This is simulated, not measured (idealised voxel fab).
process module | voxel wiring stack
cross-section cut | 285 nm wide | cells 5 nm
A cross-section is a grid of square cells, given in bands from the top down. A band is one or more rows of cells.
Each band's line starts with the height of the band's top and of its bottom, in nm. Then come its materials from left to right, each with its width in nm. One material with "throughout" fills the band from edge to edge. "air" is empty space.
Height 0 is the level under which the wafer as received is all one material. The lowest band goes on downwards, as in "0 down".
A width such as "30 to 40" changes by the same amount from each row of cells to the next, from the band's top row to its bottom row.
"no change" after a step means that no cell of the cross-section changed.
closed voids: empty space of 8 cells or more with no open way to the top, each as width x height at its distance from the left edge, in nm
after a step's settings: what the simulator itself notes on the step
overlay nm, on a step with a mask: how far to the right of its planned place the mask lay; to the left if negative
plan
1 op RECEIVE | material Si
2 op CONFORMAL_DEP | material SiO2 | thk nm 15
3 op DIRECTIONAL_DEP | material TiN | thk nm 5
4 op DIRECTIONAL_DEP | material Ru | thk nm 15
5 op PATTERN | tone cover | mask id METAL_1 | material resist | width nm 25 | pitch nm 40 | thk nm 20 | overlay nm 0
6 op DIRECTIONAL_ETCH | etch materials Ru | depth nm 15
7 op DIRECTIONAL_ETCH | etch materials TiN | depth nm 5
8 op STRIP | etch materials resist
9 op CONFORMAL_DEP | material SiCN | thk nm 5
10 op FILL_DEP | material SiO2 | thk nm 10
11 op CMP | height nm 35
12 op CONFORMAL_DEP | material SiCN | thk nm 5
13 op DIRECTIONAL_DEP | material SiO2 | thk nm 25
14 op PATTERN | tone open | mask id METAL_2_HOLES | material resist | width nm 15 | pitch nm 40 | thk nm 20 | overlay nm 0
15 op DIRECTIONAL_ETCH | etch materials SiO2 | depth nm 25
16 op STRIP | etch materials resist
17 op DIRECTIONAL_DEP | material aC | thk nm 10
18 op PATTERN | tone open | mask id METAL_2 | material resist | width nm 25 | pitch nm 40 | thk nm 25 | overlay nm 0
19 op DIRECTIONAL_ETCH | etch materials aC | depth nm 10
20 op STRIP | etch materials resist
21 op DIRECTIONAL_ETCH | etch materials SiO2 | depth nm 15
22 op DIRECTIONAL_ETCH | etch materials SiCN | depth nm 5
23 op STRIP | etch materials aC
24 op CONFORMAL_DEP | material TiN | thk nm 5
25 op FILL_DEP | material Ru | thk nm 10
26 op CMP | height nm 65
27 op CONFORMAL_DEP | material SiN | thk nm 5
as received, after step 1
  0 down: Si throughout
  closed voids: none
first wafer at the end, as planned
  70 to 65: SiN throughout
  65 to 55: SiO2 90 | TiN 5 | Ru 15 | TiN 5 | SiO2 15 | TiN 5 | Ru 15 | TiN 5 | SiO2 15 | TiN 5 | Ru 15 | TiN 5 | SiO2 90
  55 to 50: SiO2 90 | TiN 5 | Ru 5 | TiN 15 | SiO2 15 | TiN 5 | Ru 5 | TiN 15 | SiO2 15 | TiN 5 | Ru 5 | TiN 15 | SiO2 90
  50 to 40: SiO2 90 | TiN 5 | Ru 5 | TiN 5 | SiO2 25 | TiN 5 | Ru 5 | TiN 5 | SiO2 25 | TiN 5 | Ru 5 | TiN 5 | SiO2 100
  40 to 35: SiCN 90 | TiN 15 | SiCN 25 | TiN 15 | SiCN 25 | TiN 15 | SiCN 100
  35 to 20: SiO2 85 | SiCN 5 | Ru 25 | SiCN 5 | SiO2 5 | SiCN 5 | Ru 25 | SiCN 5 | SiO2 5 | SiCN 5 | Ru 25 | SiCN 5 | SiO2 85
  20 to 15: SiCN 90 | TiN 25 | SiCN 15 | TiN 25 | SiCN 15 | TiN 25 | SiCN 90
  15 to 0: SiO2 throughout
  0 down: Si throughout
  closed voids: none
second wafer at the end: like start, like plan, one mistake
  70 to 65: SiN throughout
  65 to 55: SiO2 90 | TiN 5 | Ru 15 | TiN 5 | SiO2 15 | TiN 5 | Ru 15 | TiN 5 | SiO2 15 | TiN 5 | Ru 15 | TiN 5 | SiO2 90
  55 to 50: SiO2 90 | TiN 5 | Ru 5 | TiN 15 | SiO2 15 | TiN 5 | Ru 5 | TiN 15 | SiO2 15 | TiN 5 | Ru 5 | TiN 15 | SiO2 90
  50 to 40: SiO2 90 | TiN 5 | Ru 5 | TiN 5 | SiO2 25 | TiN 5 | Ru 5 | TiN 5 | SiO2 25 | TiN 5 | Ru 5 | TiN 5 | SiO2 100
  40 to 35: SiCN 90 | TiN 15 | SiCN 25 | TiN 15 | SiCN 25 | TiN 15 | SiCN 100
  35 to 20: SiO2 85 | SiN 5 | Ru 25 | SiN 5 | SiO2 5 | SiN 5 | Ru 25 | SiN 5 | SiO2 5 | SiN 5 | Ru 25 | SiN 5 | SiO2 85
  20 to 15: SiN 90 | TiN 25 | SiN 15 | TiN 25 | SiN 15 | TiN 25 | SiN 90
  15 to 0: SiO2 throughout
  0 down: Si throughout
  closed voids: none
what went wrong: step 9 ran as: op CONFORMAL_DEP | material SiN | thk nm 5
at the end the second wafer has, in cells: 60 fewer of SiCN | 60 more of SiN
